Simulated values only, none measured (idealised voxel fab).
process module | voxel air gaps
cross-section cut | 175 nm wide | cells 5 nm
A cross-section is a grid of square cells, given in bands from the top down. A band is one or more rows of cells.
Each band's line starts with the height of the band's top and of its bottom, in nm. Then come its materials from left to right, each with its width in nm. One material with "throughout" fills the band from edge to edge. "air" is empty space.
Height 0 is the level under which the wafer as received is all one material. The lowest band goes on downwards, as in "0 down".
A width such as "30 to 40" changes by the same amount from each row of cells to the next, from the band's top row to its bottom row.
"no change" after a step means that no cell of the cross-section changed.
closed voids: empty space of 8 cells or more with no open way to the top, each as width x height at its distance from the left edge, in nm
after a step's settings: what the simulator itself notes on the step
overlay nm, on a step with a mask: how far to the right of its planned place the mask lay; to the left if negative
plan
1 op RECEIVE | material Si
2 op CONFORMAL_DEP | material SiO2 | thk nm 15
3 op CONFORMAL_DEP | material SiN | thk nm 5
4 op DIRECTIONAL_DEP | material SiO2 | thk nm 30
5 op MASKED_ETCH | tone open | mask id LINES | width nm 15 | pitch nm 40 | etch materials SiO2 | depth nm 30 | overlay nm 0
6 op CONFORMAL_DEP | material TiN | thk nm 5
7 op FILL_DEP | material W | thk nm 10
8 op CMP | height nm 50
9 op EPI | material Ru | thk nm 10
10 op SELECTIVE_ETCH | etch materials SiO2 | depth nm 40
11 op CONFORMAL_DEP | material SiN | thk nm 5
as received, after step 1
  0 down: Si throughout
  closed voids: none
first wafer at the end, as planned
  65 to 60: air 5 | SiN 165 | air 5
  60 to 50: air 5 | SiN 5 | Ru 35 | SiN 5 | Ru 35 | SiN 5 | Ru 35 | SiN 5 | Ru 35 | SiN 5 | air 5
  50 to 45: air 5 | SiN 15 | TiN 5 | W 5 | TiN 5 | SiN 25 | TiN 5 | W 5 | TiN 5 | SiN 25 | TiN 5 | W 5 | TiN 5 | SiN 25 | TiN 5 | W 5 | TiN 5 | SiN 15 | air 5
  45 to 25: air 15 | SiN 5 | TiN 5 | W 5 | TiN 5 | SiN 5 | air 15 | SiN 5 | TiN 5 | W 5 | TiN 5 | SiN 5 | air 15 | SiN 5 | TiN 5 | W 5 | TiN 5 | SiN 5 | air 15 | SiN 5 | TiN 5 | W 5 | TiN 5 | SiN 5 | air 15
  25 to 20: SiN 20 | TiN 15 | SiN 25 | TiN 15 | SiN 25 | TiN 15 | SiN 25 | TiN 15 | SiN 20
  20 to 15: SiN throughout
  15 to 0: SiO2 throughout
  0 down: Si throughout
  closed voids: 15 x 20 at 40; 15 x 20 at 80; 15 x 20 at 120
second wafer at the end: like start, like plan, one mistake
  75 to 70: SiN throughout
  70 to 60: Ru throughout
  60 to 55: W throughout
  55 to 50: TiN 25 | W 5 | TiN 35 | W 5 | TiN 35 | W 5 | TiN 35 | W 5 | TiN 25
  50 to 25: SiO2 20 | TiN 5 | W 5 | TiN 5 | SiO2 25 | TiN 5 | W 5 | TiN 5 | SiO2 25 | TiN 5 | W 5 | TiN 5 | SiO2 25 | TiN 5 | W 5 | TiN 5 | SiO2 20
  25 to 20: SiO2 20 | TiN 15 | SiO2 25 | TiN 15 | SiO2 25 | TiN 15 | SiO2 25 | TiN 15 | SiO2 20
  20 to 15: SiN throughout
  15 to 0: SiO2 throughout
  0 down: Si throughout
  closed voids: none
what went wrong: step 8 ran as: op CMP | height nm 60
at the end the second wafer has, in cells: 14 more of Ru | 84 fewer of SiN | 138 more of SiO2 | 31 more of TiN | 39 more of W
closed voids at the end (first wafer, second wafer): 3, 0
